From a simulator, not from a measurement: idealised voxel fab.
Herein follows the process module entitled voxel fin reveal.
Each square cell in cross-section cut measures 5 nm, and the section as a whole is 190 nm wide.
How to read a cross-section here: the picture is a grid of square cells, written as bands going from the top down, and any band can span one or more rows of cells. In this notation a band is specified by the heights of its top and bottom, in that order and in nm, after which its materials appear from left to right, each paired with its width in nm. The word "everywhere" attached to a single material means that material fills the band from edge to edge; the word "empty" stands for empty space. Basically, 0 is our baseline, since under it the wafer straight out of the box is all one material. The bottom band has no lower end and keeps on going down, so it looks like "from 0 down". Note: "30 to 40" means the width goes from the first number (top row of the band) to the second number (bottom row) in equal steps per row of cells. Where a step carries "remained unchanged", the cross-section came out of it unchanged, cell for cell. For the entry "Closed void listing", the listed items are empty spaces with no open way to the top whose size is 8 cells or more; each item follows the pattern width x height at distance, where distance is from the left edge and all three are in nm. Step line, after settings: the simulator's comment on this step. overlay nm: how far to the right of its planned place the mask lay on this masked step (negative: to the left).

Here's what the planned process steps look like:
1,RECEIVE, material Si
2,CONFORMAL_DEP, material SiN, thk nm 5
3,MASKED_ETCH, tone cover, mask id FINS, width nm 15, pitch nm 40, etch materials SiN, depth nm 5, overlay nm 0
4,MASKED_ETCH, tone cover, mask id FINS, width nm 15, pitch nm 40, etch materials Si, depth nm 35, overlay nm 0
5,OXIDIZE, depth nm 5
6,FILL_DEP, material SiO2, thk nm 15
7,CMP, height nm 5
8,SELECTIVE_ETCH, etch materials SiO2, depth nm 15
9,STRIP, etch materials SiN

Wafer cross-section on receipt, i.e. after step 1:
- from 0 down: Si everywhere
- Closed void listing: none

First of two wafers: cross-section at end of module, run per plan:
- from 0 to -10: empty (30) | Si (5) | empty (35) | Si (5) | empty (35) | Si (5) | empty (35) | Si (5) | empty (35)
- from -10 to -40: SiO2 (30) | Si (5) | SiO2 (35) | Si (5) | SiO2 (35) | Si (5) | SiO2 (35) | Si (5) | SiO2 (35)
- from -40 down: Si everywhere
- Closed void listing: none

Wafer two, end of module, cross-section. Same start, same plan as wafer one. One mistake in the run:
- from -5 to -10: empty (30) | Si (5) | empty (35) | Si (5) | empty (35) | Si (5) | empty (35) | Si (5) | empty (35)
- from -10 to -40: SiO2 (30) | Si (5) | SiO2 (35) | Si (5) | SiO2 (35) | Si (5) | SiO2 (35) | Si (5) | SiO2 (35)
- from -40 down: Si everywhere
- Closed void listing: none
Processing error: step 2 from the plan never happened, it was just skipped
The final cell counts differ between the wafers, with the second having more or fewer of some materials than the first: Si: 4 fewer
